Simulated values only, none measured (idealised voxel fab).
process module | voxel capacitor over wiring
cross-section cut | 255 nm wide | cells 5 nm
A cross-section is a grid of square cells, given in bands from the top down. A band is one or more rows of cells.
Each band's line starts with the height of the band's top and of its bottom, in nm. Then come its materials from left to right, each with its width in nm. One material with "throughout" fills the band from edge to edge. "air" is empty space.
Height 0 is the level under which the wafer as received is all one material. The lowest band goes on downwards, as in "0 down".
A width such as "30 to 40" changes by the same amount from each row of cells to the next, from the band's top row to its bottom row.
"no change" after a step means that no cell of the cross-section changed.
closed voids: empty space of 8 cells or more with no open way to the top, each as width x height at its distance from the left edge, in nm
after a step's settings: what the simulator itself notes on the step
overlay nm, on a step with a mask: how far to the right of its planned place the mask lay; to the left if negative
Each pair below shows a cross-section before one step and the cross-section after it, down to the lowest band that changed. The line under each pair gives the step between them, with its settings. The pairs can come from different runs of this module on the same starting wafer, so a pair continues from the pair above only where its "before" says so.
before
  110 to 100: Ru throughout
  100 to 95: TiN 95 | Ru 5 | TiN 155
  95 to 90: SiO2 90 | TiN 5 | Ru 5 | TiN 5 | SiO2 150
  90 to 80: SiO2 90 to 80 | TiN 15 to 70 | SiO2 150 to 105
  80 to 75: SiO2 80 | HfO2 70 | SiO2 105
  75 to 70: SiO2 75 | TiN 80 | SiO2 100
  70 to 50: SiO2 80 | Ru 15 | SiO2 160
  50 to 45: SiCN 80 | Ru 15 | SiCN 160
  45 to 20: SiO2 70 | Ru 30 | SiO2 55 | Ru 30 | SiO2 70
  20 to 15: SiO2 70 | TiN 30 | SiO2 55 | TiN 30 | SiO2 70
  15 to 0: SiO2 throughout
  0 down: Si throughout
  closed voids: none
after
  95 to 90: SiO2 90 | TiN 5 | Ru 5 | TiN 5 | SiO2 150
  below 90: unchanged
  closed voids: none
the step between: op CMP | height nm 95
before: the cross-section after the pair above
after
  100 to 95: SiCN throughout
  below 95: unchanged
  closed voids: none
the step between: op CONFORMAL_DEP | material SiCN | thk nm 5
before
  95 to 85: SiO2 throughout
  85 to 80: SiO2 80 | TiN 70 | SiO2 105
  80 to 75: SiO2 80 | HfO2 70 | SiO2 105
  75 to 70: SiO2 75 | TiN 80 | SiO2 100
  70 to 50: SiO2 80 | Ru 15 | SiO2 160
  50 to 45: SiCN 80 | Ru 15 | SiCN 160
  45 to 20: SiO2 75 | Ru 20 | SiO2 65 | Ru 20 | SiO2 75
  20 to 15: SiO2 75 | TiN 20 | SiO2 65 | TiN 20 | SiO2 75
  15 to 0: SiO2 throughout
  0 down: Si throughout
  closed voids: none
after
  110 to 95: resist 100 | air 15 | resist 140
  below 95: unchanged
  closed voids: none
the step between: op PATTERN | tone open | mask id PLUG_2 | material resist | width nm 15 | thk nm 15 | overlay nm 10
before: the cross-section after the pair above
after
  110 to 95: resist 100 | air 15 | resist 140
  95 to 85: SiO2 100 | air 15 | SiO2 140
  below 85: unchanged
  closed voids: none
the step between: op DIRECTIONAL_ETCH | etch materials SiO2 | depth nm 10
before: the cross-section after the pair above
after
  95 to 85: SiO2 100 | air 15 | SiO2 140
  below 85: unchanged
  closed voids: none
the step between: op STRIP | etch materials resist
before: the cross-section after the pair above
after
  100 to 95: TiN 105 | air 5 | TiN 145
  95 to 90: SiO2 100 | TiN 5 | air 5 | TiN 5 | SiO2 140
  90 to 80: SiO2 100 to 80 | TiN 15 to 70 | SiO2 140 to 105
  below 80: unchanged
  closed voids: none
the step between: op CONFORMAL_DEP | material TiN | thk nm 5
before: the cross-section after the pair above
after
  110 to 100: Ru throughout
  100 to 95: TiN 105 | Ru 5 | TiN 145
  95 to 90: SiO2 100 | TiN 5 | Ru 5 | TiN 5 | SiO2 140
  below 90: unchanged
  closed voids: none
the step between: op FILL_DEP | material Ru | thk nm 10
before: the cross-section after the pair above
after
  95 to 90: SiO2 100 | TiN 5 | Ru 5 | TiN 5 | SiO2 140
  below 90: unchanged
  closed voids: none
the step between: op CMP | height nm 95
before: the cross-section after the pair above
after
  100 to 95: SiCN throughout
  below 95: unchanged
  closed voids: none
the step between: op CONFORMAL_DEP | material SiCN | thk nm 5
before
  95 to 85: SiO2 90 | air 15 | SiO2 150
  85 to 80: SiO2 80 | TiN 70 | SiO2 105
  80 to 75: SiO2 80 | HfO2 70 | SiO2 105
  75 to 70: SiO2 75 | TiN 80 | SiO2 100
  70 to 50: SiO2 80 | Ru 15 | SiO2 160
  50 to 45: SiCN 80 | Ru 15 | SiCN 160
  45 to 20: SiO2 75 | Ru 20 | SiO2 65 | Ru 20 | SiO2 75
  20 to 15: SiO2 75 | TiN 20 | SiO2 65 | TiN 20 | SiO2 75
  15 to 0: SiO2 throughout
  0 down: Si throughout
  closed voids: none
after
  100 to 95: SiCN 95 | air 5 | SiCN 155
  95 to 90: SiO2 90 | SiCN 5 | air 5 | SiCN 5 | SiO2 150
  90 to 85: SiO2 90 | SiCN 15 | SiO2 150
  below 85: unchanged
  closed voids: none
the step between: op CONFORMAL_DEP | material SiCN | thk nm 5
before: the cross-section after the pair above
after
  110 to 100: Ru throughout
  100 to 95: SiCN 95 | Ru 5 | SiCN 155
  95 to 90: SiO2 90 | SiCN 5 | Ru 5 | SiCN 5 | SiO2 150
  below 90: unchanged
  closed voids: none
the step between: op FILL_DEP | material Ru | thk nm 10
before: the cross-section after the pair above
after
  95 to 90: SiO2 90 | SiCN 5 | Ru 5 | SiCN 5 | SiO2 150
  below 90: unchanged
  closed voids: none
the step between: op CMP | height nm 95
before: the cross-section after the pair above
after
  100 to 95: SiCN throughout
  below 95: unchanged
  closed voids: none
the step between: op CONFORMAL_DEP | material SiCN | thk nm 5
before
  85 to 80: air 80 | TiN 70 | air 105
  80 to 75: air 80 | HfO2 70 | air 105
  75 to 70: TiN throughout
  70 to 50: SiO2 80 | Ru 15 | SiO2 160
  50 to 45: SiCN 80 | Ru 15 | SiCN 160
  45 to 20: SiO2 75 | Ru 20 | SiO2 65 | Ru 20 | SiO2 75
  20 to 15: SiO2 75 | TiN 20 | SiO2 65 | TiN 20 | SiO2 75
  15 to 0: SiO2 throughout
  0 down: Si throughout
  closed voids: none
after
  80 to 75: air 80 | HfO2 70 | air 105
  75 to 70: TiN 75 | air 5 | TiN 70 | air 5 | TiN 100
  below 70: unchanged
  closed voids: none
the step between: op MASKED_ETCH | tone open | mask id LOWER_PLATE | width nm 80 | etch materials TiN | depth nm 5 | overlay nm 0
before: the cross-section after the pair above
after
  95 to 80: SiO2 throughout
  80 to 75: SiO2 80 | HfO2 70 | SiO2 105
  75 to 70: TiN 75 | SiO2 5 | TiN 70 | SiO2 5 | TiN 100
  below 70: unchanged
  closed voids: none
the step between: op FILL_DEP | material SiO2 | thk nm 15
before: the cross-section after the pair above
after
  110 to 95: resist 90 | air 15 | resist 150
  below 95: unchanged
  closed voids: none
the step between: op PATTERN | tone open | mask id PLUG_2 | material resist | width nm 15 | thk nm 15 | overlay nm 0
before: the cross-section after the pair above
after
  110 to 95: resist 90 | air 15 | resist 150
  95 to 85: SiO2 90 | air 15 | SiO2 150
  below 85: unchanged
  closed voids: none
the step between: op DIRECTIONAL_ETCH | etch materials SiO2 | depth nm 10
before: the cross-section after the pair above
after
  95 to 85: SiO2 90 | air 15 | SiO2 150
  below 85: unchanged
  closed voids: none
the step between: op STRIP | etch materials resist
before: the cross-section after the pair above
after
  100 to 95: TiN 95 | air 5 | TiN 155
  95 to 90: SiO2 90 | TiN 5 | air 5 | TiN 5 | SiO2 150
  90 to 85: SiO2 90 | TiN 15 | SiO2 150
  below 85: unchanged
  closed voids: none
the step between: op CONFORMAL_DEP | material TiN | thk nm 5
before: the cross-section after the pair above
after
  110 to 100: Ru throughout
  100 to 95: TiN 95 | Ru 5 | TiN 155
  95 to 90: SiO2 90 | TiN 5 | Ru 5 | TiN 5 | SiO2 150
  below 90: unchanged
  closed voids: none
the step between: op FILL_DEP | material Ru | thk nm 10
before: the cross-section after the pair above
after
  95 to 90: SiO2 90 | TiN 5 | Ru 5 | TiN 5 | SiO2 150
  below 90: unchanged
  closed voids: none
the step between: op CMP | height nm 95
before: the cross-section after the pair above
after
  100 to 95: SiCN throughout
  below 95: unchanged
  closed voids: none
the step between: op CONFORMAL_DEP | material SiCN | thk nm 5
